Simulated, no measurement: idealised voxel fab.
Module name: voxel spacer lines (process module)
FYI the section here is cut, 250 nm wide, cells are 5 nm squares.
The cross-sections in this document take the form of a grid made of square cells. They are written out as bands, in order from top to bottom. Each band consists of one or more rows of cells. Each band's line starts with the height of the band's top and of its bottom, in nm. Then come its materials from left to right, each with its width in nm. One material with "all across" fills the band from edge to edge. "blank" is empty space. Height reference: 0 = level under which incoming wafer is all one material. Lowest band: no bottom, runs on downward, e.g. "z 0 and below". When a width is written as two numbers, as in "30 to 40", the first number is the width in the top row of cells of the band and the second is the width in its bottom row, and the width changes by the same amount from each row to the next. Reading "changes: none" for a step: not a cell of the cross-section changed in it. "Trapped void list" contains a list of empty spaces, each no smaller than 8 cells and without an open way to the top, written in the form width x height at distance with the distance from the left edge and all three in nm. Where a step's line continues beyond its settings, the continuation is a remark by the simulator itself on that step. A step's line can hold "overlay nm"; with a mask on that step, the setting says how far right of the planned place the mask lay, while a negative setting says it lay to the left. Heads up before you read on: it's before/after pairs around one process step each, after side only down to the lowest band that changed, step plus settings under the pair. Pairs can be from different runs of this module, same starting wafer, so only chain a pair onto the one above if its "Status before step" entry says so.
# Status before step
  z 0 and below = Si all across
  Trapped void list: none
# Post-Process View
  z 5 to 0 = Al2O3 all across
  Nothing below the height 0 has changed.
  Trapped void list: none
Quick note on the step between the two cross-sections above: CONFORMAL_DEP [material Al2O3] [thk nm 5]
Status before step: the cross-section after the pair above
# Post-Process View
  z 15 to 5 = W all across
  Nothing below the height 5 has changed.
  Trapped void list: none
Quick note on the step between the two cross-sections above: DIRECTIONAL_DEP [material W] [thk nm 10]
Status before step: the cross-section after the pair above
# Post-Process View
  z 35 to 15 = polySi all across
  Nothing below the height 15 has changed.
  Trapped void list: none
Quick note on the step between the two cross-sections above: DIRECTIONAL_DEP [material polySi] [thk nm 20]
Status before step: the cross-section after the pair above
# Post-Process View
  z 60 to 35 = blank=85 | resist=20 | blank=40 | resist=20 | blank=85
  Nothing below the height 35 has changed.
  Trapped void list: none
Quick note on the step between the two cross-sections above: PATTERN [tone cover] [mask id MANDREL] [material resist] [width nm 20] [pitch nm 60] [thk nm 25] [overlay nm 0]
Status before step: the cross-section after the pair above
# Post-Process View
  z 60 to 35 = blank=85 | resist=20 | blank=40 | resist=20 | blank=85
  z 35 to 15 = blank=85 | polySi=20 | blank=40 | polySi=20 | blank=85
  Nothing below the height 15 has changed.
  Trapped void list: none
Quick note on the step between the two cross-sections above: DIRECTIONAL_ETCH [etch materials polySi] [depth nm 20]
Status before step: the cross-section after the pair above
# Post-Process View
  z 35 to 15 = blank=85 | polySi=20 | blank=40 | polySi=20 | blank=85
  Nothing below the height 15 has changed.
  Trapped void list: none
Quick note on the step between the two cross-sections above: STRIP [etch materials resist]
Status before step: the cross-section after the pair above
# Post-Process View
  z 45 to 35 = blank=75 | SiO2=40 | blank=20 | SiO2=40 | blank=75
  z 35 to 25 = blank=75 | SiO2=10 | polySi=20 | SiO2=10 | blank=20 | SiO2=10 | polySi=20 | SiO2=10 | blank=75
  z 25 to 15 = SiO2=85 | polySi=20 | SiO2=40 | polySi=20 | SiO2=85
  Nothing below the height 15 has changed.
  Trapped void list: none
Quick note on the step between the two cross-sections above: CONFORMAL_DEP [material SiO2] [thk nm 10]
Status before step: the cross-section after the pair above
# Post-Process View
  z 35 to 15 = blank=75 | SiO2=10 | polySi=20 | SiO2=10 | blank=20 | SiO2=10 | polySi=20 | SiO2=10 | blank=75
  Nothing below the height 15 has changed.
  Trapped void list: none
Quick note on the step between the two cross-sections above: DIRECTIONAL_ETCH [etch materials SiO2] [depth nm 10]
Status before step: the cross-section after the pair above
# Post-Process View
  z 35 to 15 = blank=75 | SiO2=10 | blank=20 | SiO2=10 | blank=20 | SiO2=10 | blank=20 | SiO2=10 | blank=75
  Nothing below the height 15 has changed.
  Trapped void list: none
Quick note on the step between the two cross-sections above: STRIP [etch materials polySi]
Status before step: the cross-section after the pair above
# Post-Process View
  z 35 to 15 = blank=75 | SiO2=10 | blank=20 | SiO2=10 | blank=20 | SiO2=10 | blank=20 | SiO2=10 | blank=75
  z 15 to 5 = blank=75 | W=10 | blank=20 | W=10 | blank=20 | W=10 | blank=20 | W=10 | blank=75
  Nothing below the height 5 has changed.
  Trapped void list: none
Quick note on the step between the two cross-sections above: DIRECTIONAL_ETCH [etch materials W] [depth nm 10]
Status before step: the cross-section after the pair above
# Post-Process View
  z 15 to 5 = blank=75 | W=10 | blank=20 | W=10 | blank=20 | W=10 | blank=20 | W=10 | blank=75
  Nothing below the height 5 has changed.
  Trapped void list: none
Quick note on the step between the two cross-sections above: STRIP [etch materials SiO2]
# Status before step
  z 0 and below = Si all across
  Trapped void list: none
# Post-Process View
  z 10 to 0 = W all across
  Nothing below the height 0 has changed.
  Trapped void list: none
Quick note on the step between the two cross-sections above: DIRECTIONAL_DEP [material W] [thk nm 10]
Status before step: the cross-section after the pair above
# Post-Process View
  z 30 to 10 = polySi all across
  Nothing below the height 10 has changed.
  Trapped void list: none
Quick note on the step between the two cross-sections above: DIRECTIONAL_DEP [material polySi] [thk nm 20]
Status before step: the cross-section after the pair above
# Post-Process View
  z 55 to 30 = blank=85 | resist=20 | blank=40 | resist=20 | blank=85
  Nothing below the height 30 has changed.
  Trapped void list: none
Quick note on the step between the two cross-sections above: PATTERN [tone cover] [mask id MANDREL] [material resist] [width nm 20] [pitch nm 60] [thk nm 25] [overlay nm 0]
Status before step: the cross-section after the pair above
# Post-Process View
  z 55 to 30 = blank=85 | resist=20 | blank=40 | resist=20 | blank=85
  z 30 to 10 = blank=85 | polySi=20 | blank=40 | polySi=20 | blank=85
  Nothing below the height 10 has changed.
  Trapped void list: none
Quick note on the step between the two cross-sections above: DIRECTIONAL_ETCH [etch materials polySi] [depth nm 20]
Status before step: the cross-section after the pair above
# Post-Process View
  z 30 to 10 = blank=85 | polySi=20 | blank=40 | polySi=20 | blank=85
  Nothing below the height 10 has changed.
  Trapped void list: none
Quick note on the step between the two cross-sections above: STRIP [etch materials resist]
Status before step: the cross-section after the pair above
# Post-Process View
  z 40 to 30 = blank=75 | SiO2=40 | blank=20 | SiO2=40 | blank=75
  z 30 to 20 = blank=75 | SiO2=10 | polySi=20 | SiO2=10 | blank=20 | SiO2=10 | polySi=20 | SiO2=10 | blank=75
  z 20 to 10 = SiO2=85 | polySi=20 | SiO2=40 | polySi=20 | SiO2=85
  Nothing below the height 10 has changed.
  Trapped void list: none
Quick note on the step between the two cross-sections above: CONFORMAL_DEP [material SiO2] [thk nm 10]
Status before step: the cross-section after the pair above
# Post-Process View
  z 30 to 10 = blank=75 | SiO2=10 | polySi=20 | SiO2=10 | blank=20 | SiO2=10 | polySi=20 | SiO2=10 | blank=75
  Nothing below the height 10 has changed.
  Trapped void list: none
Quick note on the step between the two cross-sections above: DIRECTIONAL_ETCH [etch materials SiO2] [depth nm 10]
Status before step: the cross-section after the pair above
# Post-Process View
  z 30 to 10 = blank=75 | SiO2=10 | blank=20 | SiO2=10 | blank=20 | SiO2=10 | blank=20 | SiO2=10 | blank=75
  Nothing below the height 10 has changed.
  Trapped void list: none
Quick note on the step between the two cross-sections above: STRIP [etch materials polySi]
Status before step: the cross-section after the pair above
# Post-Process View
  z 30 to 10 = blank=75 | SiO2=10 | blank=20 | SiO2=10 | blank=20 | SiO2=10 | blank=20 | SiO2=10 | blank=75
  z 10 to 0 = blank=75 | W=10 | blank=20 | W=10 | blank=20 | W=10 | blank=20 | W=10 | blank=75
  Nothing below the height 0 has changed.
  Trapped void list: none
Quick note on the step between the two cross-sections above: DIRECTIONAL_ETCH [etch materials W] [depth nm 10]
Status before step: the cross-section after the pair above
# Post-Process View
  z 10 to 0 = blank=75 | W=10 | blank=20 | W=10 | blank=20 | W=10 | blank=20 | W=10 | blank=75
  Nothing below the height 0 has changed.
  Trapped void list: none
Quick note on the step between the two cross-sections above: STRIP [etch materials SiO2]
# Status before step
  z 35 to 15 = blank=75 | SiO2=10 | polySi=20 | SiO2=10 | blank=20 | SiO2=10 | polySi=20 | SiO2=10 | blank=75
  z 15 to 5 = W all across
  z 5 to 0 = Al2O3 all across
  z 0 and below = Si all across
  Trapped void list: none
# Post-Process View
  z 35 to 15 = blank=75 | SiO2=10 | polySi=20 | SiO2=10 | blank=20 | SiO2=10 | polySi=20 | SiO2=10 | blank=75
  z 15 to 5 = blank=75 | W=40 | blank=20 | W=40 | blank=75
  Nothing below the height 5 has changed.
  Trapped void list: none
Quick note on the step between the two cross-sections above: DIRECTIONAL_ETCH [etch materials W] [depth nm 10]
Status before step: the cross-section after the pair above
# Post-Process View
  z 35 to 15 = blank=75 | SiO2=10 | blank=20 | SiO2=10 | blank=20 | SiO2=10 | blank=20 | SiO2=10 | blank=75
  Nothing below the height 15 has changed.
  Trapped void list: none
Quick note on the step between the two cross-sections above: STRIP [etch materials polySi]
Status before step: the cross-section after the pair above
# Post-Process View
  z 15 to 5 = blank=75 | W=40 | blank=20 | W=40 | blank=75
  Nothing below the height 5 has changed.
  Trapped void list: none
Quick note on the step between the two cross-sections above: STRIP [etch materials SiO2]
# Status before step
  z 35 to 15 = blank=85 | polySi=20 | blank=40 | polySi=20 | blank=85
  z 15 to 5 = W all across
  z 5 to 0 = Al2O3 all across
  z 0 and below = Si all across
  Trapped void list: none
# Post-Process View
  z 40 to 35 = blank=80 | SiO2=30 | blank=30 | SiO2=30 | blank=80
  z 35 to 20 = blank=80 | SiO2=5 | polySi=20 | SiO2=5 | blank=30 | SiO2=5 | polySi=20 | SiO2=5 | blank=80
  z 20 to 15 = SiO2=85 | polySi=20 | SiO2=40 | polySi=20 | SiO2=85
  Nothing below the height 15 has changed.
  Trapped void list: none
Quick note on the step between the two cross-sections above: CONFORMAL_DEP [material SiO2] [thk nm 5]
Status before step: the cross-section after the pair above
# Post-Process View
  z 35 to 30 = blank=85 | polySi=20 | blank=40 | polySi=20 | blank=85
  z 30 to 15 = blank=80 | SiO2=5 | polySi=20 | SiO2=5 | blank=30 | SiO2=5 | polySi=20 | SiO2=5 | blank=80
  Nothing below the height 15 has changed.
  Trapped void list: none
Quick note on the step between the two cross-sections above: DIRECTIONAL_ETCH [etch materials SiO2] [depth nm 10]
Status before step: the cross-section after the pair above
# Post-Process View
  z 30 to 15 = blank=80 | SiO2=5 | blank=20 | SiO2=5 | blank=30 | SiO2=5 | blank=20 | SiO2=5 | blank=80
  Nothing below the height 15 has changed.
  Trapped void list: none
Quick note on the step between the two cross-sections above: STRIP [etch materials polySi]
Status before step: the cross-section after the pair above
# Post-Process View
  z 30 to 15 = blank=80 | SiO2=5 | blank=20 | SiO2=5 | blank=30 | SiO2=5 | blank=20 | SiO2=5 | blank=80
  z 15 to 5 = blank=80 | W=5 | blank=20 | W=5 | blank=30 | W=5 | blank=20 | W=5 | blank=80
  Nothing below the height 5 has changed.
  Trapped void list: none
Quick note on the step between the two cross-sections above: DIRECTIONAL_ETCH [etch materials W] [depth nm 10]
Status before step: the cross-section after the pair above
# Post-Process View
  z 15 to 5 = blank=80 | W=5 | blank=20 | W=5 | blank=30 | W=5 | blank=20 | W=5 | blank=80
  Nothing below the height 5 has changed.
  Trapped void list: none
Quick note on the step between the two cross-sections above: STRIP [etch materials SiO2]
# Status before step
  z 35 to 15 = polySi all across
  z 15 to 5 = W all across
  z 5 to 0 = Al2O3 all across
  z 0 and below = Si all across
  Trapped void list: none
# Post-Process View
  z 60 to 35 = blank=90 | resist=15 | blank=45 | resist=15 | blank=85
  Nothing below the height 35 has changed.
  Trapped void list: none
Quick note on the step between the two cross-sections above: PATTERN [tone cover] [mask id MANDREL] [material resist] [width nm 15] [pitch nm 60] [thk nm 25] [overlay nm 0]
Status before step: the cross-section after the pair above
# Post-Process View
  z 60 to 35 = blank=90 | resist=15 | blank=45 | resist=15 | blank=85
  z 35 to 15 = blank=90 | polySi=15 | blank=45 | polySi=15 | blank=85
  Nothing below the height 15 has changed.
  Trapped void list: none
Quick note on the step between the two cross-sections above: DIRECTIONAL_ETCH [etch materials polySi] [depth nm 20]
Status before step: the cross-section after the pair above
# Post-Process View
  z 35 to 15 = blank=90 | polySi=15 | blank=45 | polySi=15 | blank=85
  Nothing below the height 15 has changed.
  Trapped void list: none
Quick note on the step between the two cross-sections above: STRIP [etch materials resist]
Status before step: the cross-section after the pair above
# Post-Process View
  z 45 to 35 = blank=80 | SiO2=35 | blank=25 | SiO2=35 | blank=75
  z 35 to 25 = blank=80 | SiO2=10 | polySi=15 | SiO2=10 | blank=25 | SiO2=10 | polySi=15 | SiO2=10 | blank=75
  z 25 to 15 = SiO2=90 | polySi=15 | SiO2=45 | polySi=15 | SiO2=85
  Nothing below the height 15 has changed.
  Trapped void list: none
Quick note on the step between the two cross-sections above: CONFORMAL_DEP [material SiO2] [thk nm 10]
Status before step: the cross-section after the pair above
# Post-Process View
  z 35 to 15 = blank=80 | SiO2=10 | polySi=15 | SiO2=10 | blank=25 | SiO2=10 | polySi=15 | SiO2=10 | blank=75
  Nothing below the height 15 has changed.
  Trapped void list: none
Quick note on the step between the two cross-sections above: DIRECTIONAL_ETCH [etch materials SiO2] [depth nm 10]
Status before step: the cross-section after the pair above
# Post-Process View
  z 35 to 15 = blank=80 | SiO2=10 | blank=15 | SiO2=10 | blank=25 | SiO2=10 | blank=15 | SiO2=10 | blank=75
  Nothing below the height 15 has changed.
  Trapped void list: none
Quick note on the step between the two cross-sections above: STRIP [etch materials polySi]
Status before step: the cross-section after the pair above
# Post-Process View
  z 35 to 15 = blank=80 | SiO2=10 | blank=15 | SiO2=10 | blank=25 | SiO2=10 | blank=15 | SiO2=10 | blank=75
  z 15 to 5 = blank=80 | W=10 | blank=15 | W=10 | blank=25 | W=10 | blank=15 | W=10 | blank=75
  Nothing below the height 5 has changed.
  Trapped void list: none
Quick note on the step between the two cross-sections above: DIRECTIONAL_ETCH [etch materials W] [depth nm 10]
Status before step: the cross-section after the pair above
# Post-Process View
  z 15 to 5 = blank=80 | W=10 | blank=15 | W=10 | blank=25 | W=10 | blank=15 | W=10 | blank=75
  Nothing below the height 5 has changed.
  Trapped void list: none
Quick note on the step between the two cross-sections above: STRIP [etch materials SiO2]
# Status before step
  z 35 to 15 = polySi all across
  z 15 to 5 = W all across
  z 5 to 0 = Al2O3 all across
  z 0 and below = Si all across
  Trapped void list: none
# Post-Process View
  z 60 to 35 = blank=90 | resist=20 | blank=40 | resist=20 | blank=80
  Nothing below the height 35 has changed.
  Trapped void list: none
Quick note on the step between the two cross-sections above: PATTERN [tone cover] [mask id MANDREL] [material resist] [width nm 20] [pitch nm 60] [thk nm 25] [overlay nm 5]
Status before step: the cross-section after the pair above
# Post-Process View
  z 60 to 35 = blank=90 | resist=20 | blank=40 | resist=20 | blank=80
  z 35 to 15 = blank=90 | polySi=20 | blank=40 | polySi=20 | blank=80
  Nothing below the height 15 has changed.
  Trapped void list: none
Quick note on the step between the two cross-sections above: DIRECTIONAL_ETCH [etch materials polySi] [depth nm 20]
Status before step: the cross-section after the pair above
# Post-Process View
  z 35 to 15 = blank=90 | polySi=20 | blank=40 | polySi=20 | blank=80
  Nothing below the height 15 has changed.
  Trapped void list: none
Quick note on the step between the two cross-sections above: STRIP [etch materials resist]
Status before step: the cross-section after the pair above
# Post-Process View
  z 45 to 35 = blank=80 | SiO2=40 | blank=20 | SiO2=40 | blank=70
  z 35 to 25 = blank=80 | SiO2=10 | polySi=20 | SiO2=10 | blank=20 | SiO2=10 | polySi=20 | SiO2=10 | blank=70
  z 25 to 15 = SiO2=90 | polySi=20 | SiO2=40 | polySi=20 | SiO2=80
  Nothing below the height 15 has changed.
  Trapped void list: none
Quick note on the step between the two cross-sections above: CONFORMAL_DEP [material SiO2] [thk nm 10]
Status before step: the cross-section after the pair above
# Post-Process View
  z 35 to 15 = blank=80 | SiO2=10 | polySi=20 | SiO2=10 | blank=20 | SiO2=10 | polySi=20 | SiO2=10 | blank=70
  Nothing below the height 15 has changed.
  Trapped void list: none
Quick note on the step between the two cross-sections above: DIRECTIONAL_ETCH [etch materials SiO2] [depth nm 10]
Status before step: the cross-section after the pair above
# Post-Process View
  z 35 to 15 = blank=80 | SiO2=10 | blank=20 | SiO2=10 | blank=20 | SiO2=10 | blank=20 | SiO2=10 | blank=70
  Nothing below the height 15 has changed.
  Trapped void list: none
Quick note on the step between the two cross-sections above: STRIP [etch materials polySi]
Status before step: the cross-section after the pair above
# Post-Process View
  z 35 to 15 = blank=80 | SiO2=10 | blank=20 | SiO2=10 | blank=20 | SiO2=10 | blank=20 | SiO2=10 | blank=70
  z 15 to 5 = blank=80 | W=10 | blank=20 | W=10 | blank=20 | W=10 | blank=20 | W=10 | blank=70
  Nothing below the height 5 has changed.
  Trapped void list: none
Quick note on the step between the two cross-sections above: DIRECTIONAL_ETCH [etch materials W] [depth nm 10]
Status before step: the cross-section after the pair above
# Post-Process View
  z 15 to 5 = blank=80 | W=10 | blank=20 | W=10 | blank=20 | W=10 | blank=20 | W=10 | blank=70
  Nothing below the height 5 has changed.
  Trapped void list: none
Quick note on the step between the two cross-sections above: STRIP [etch materials SiO2]
# Status before step
  z 35 to 15 = blank=85 | polySi=20 | blank=40 | polySi=20 | blank=85
  z 15 to 5 = W all across
  z 5 to 0 = Al2O3 all across
  z 0 and below = Si all across
  Trapped void list: none
# Post-Process View
  z 45 to 35 = blank=75 | Al2O3=40 | blank=20 | Al2O3=40 | blank=75
  z 35 to 25 = blank=75 | Al2O3=10 | polySi=20 | Al2O3=10 | blank=20 | Al2O3=10 | polySi=20 | Al2O3=10 | blank=75
  z 25 to 15 = Al2O3=85 | polySi=20 | Al2O3=40 | polySi=20 | Al2O3=85
  Nothing below the height 15 has changed.
  Trapped void list: none
Quick note on the step between the two cross-sections above: CONFORMAL_DEP [material Al2O3] [thk nm 10]
# Status before step
  z 35 to 15 = polySi all across
  z 15 to 5 = W all across
  z 5 to 0 = Al2O3 all across
  z 0 and below = Si all across
  Trapped void list: none
# Post-Process View
  z 60 to 35 = resist=85 | blank=20 | resist=40 | blank=20 | resist=85
  Nothing below the height 35 has changed.
  Trapped void list: none
Quick note on the step between the two cross-sections above: PATTERN [tone open] [mask id MANDREL] [material resist] [width nm 20] [pitch nm 60] [thk nm 25] [overlay nm 0]
Status before step: the cross-section after the pair above
# Post-Process View
  z 60 to 35 = resist=85 | blank=20 | resist=40 | blank=20 | resist=85
  z 35 to 15 = polySi=85 | blank=20 | polySi=40 | blank=20 | polySi=85
  Nothing below the height 15 has changed.
  Trapped void list: none
Quick note on the step between the two cross-sections above: DIRECTIONAL_ETCH [etch materials polySi] [depth nm 20]
Status before step: the cross-section after the pair above
# Post-Process View
  z 35 to 15 = polySi=85 | blank=20 | polySi=40 | blank=20 | polySi=85
  Nothing below the height 15 has changed.
  Trapped void list: none
Quick note on the step between the two cross-sections above: STRIP [etch materials resist]
Status before step: the cross-section after the pair above
# Post-Process View
  z 45 to 35 = SiO2 all across
  z 35 to 15 = polySi=85 | SiO2=20 | polySi=40 | SiO2=20 | polySi=85
  Nothing below the height 15 has changed.
  Trapped void list: none
Quick note on the step between the two cross-sections above: CONFORMAL_DEP [material SiO2] [thk nm 10]
Status before step: the cross-section after the pair above
# Post-Process View
  z 35 to 15 = polySi=85 | SiO2=20 | polySi=40 | SiO2=20 | polySi=85
  Nothing below the height 15 has changed.
  Trapped void list: none
Quick note on the step between the two cross-sections above: DIRECTIONAL_ETCH [etch materials SiO2] [depth nm 10]
Status before step: the cross-section after the pair above
# Post-Process View
  z 35 to 15 = blank=85 | SiO2=20 | blank=40 | SiO2=20 | blank=85
  Nothing below the height 15 has changed.
  Trapped void list: none
Quick note on the step between the two cross-sections above: STRIP [etch materials polySi]
Status before step: the cross-section after the pair above
# Post-Process View
  z 35 to 15 = blank=85 | SiO2=20 | blank=40 | SiO2=20 | blank=85
  z 15 to 5 = blank=85 | W=20 | blank=40 | W=20 | blank=85
  Nothing below the height 5 has changed.
  Trapped void list: none
Quick note on the step between the two cross-sections above: DIRECTIONAL_ETCH [etch materials W] [depth nm 10]
Status before step: the cross-section after the pair above
# Post-Process View
  z 15 to 5 = blank=85 | W=20 | blank=40 | W=20 | blank=85
  Nothing below the height 5 has changed.
  Trapped void list: none
Quick note on the step between the two cross-sections above: STRIP [etch materials SiO2]
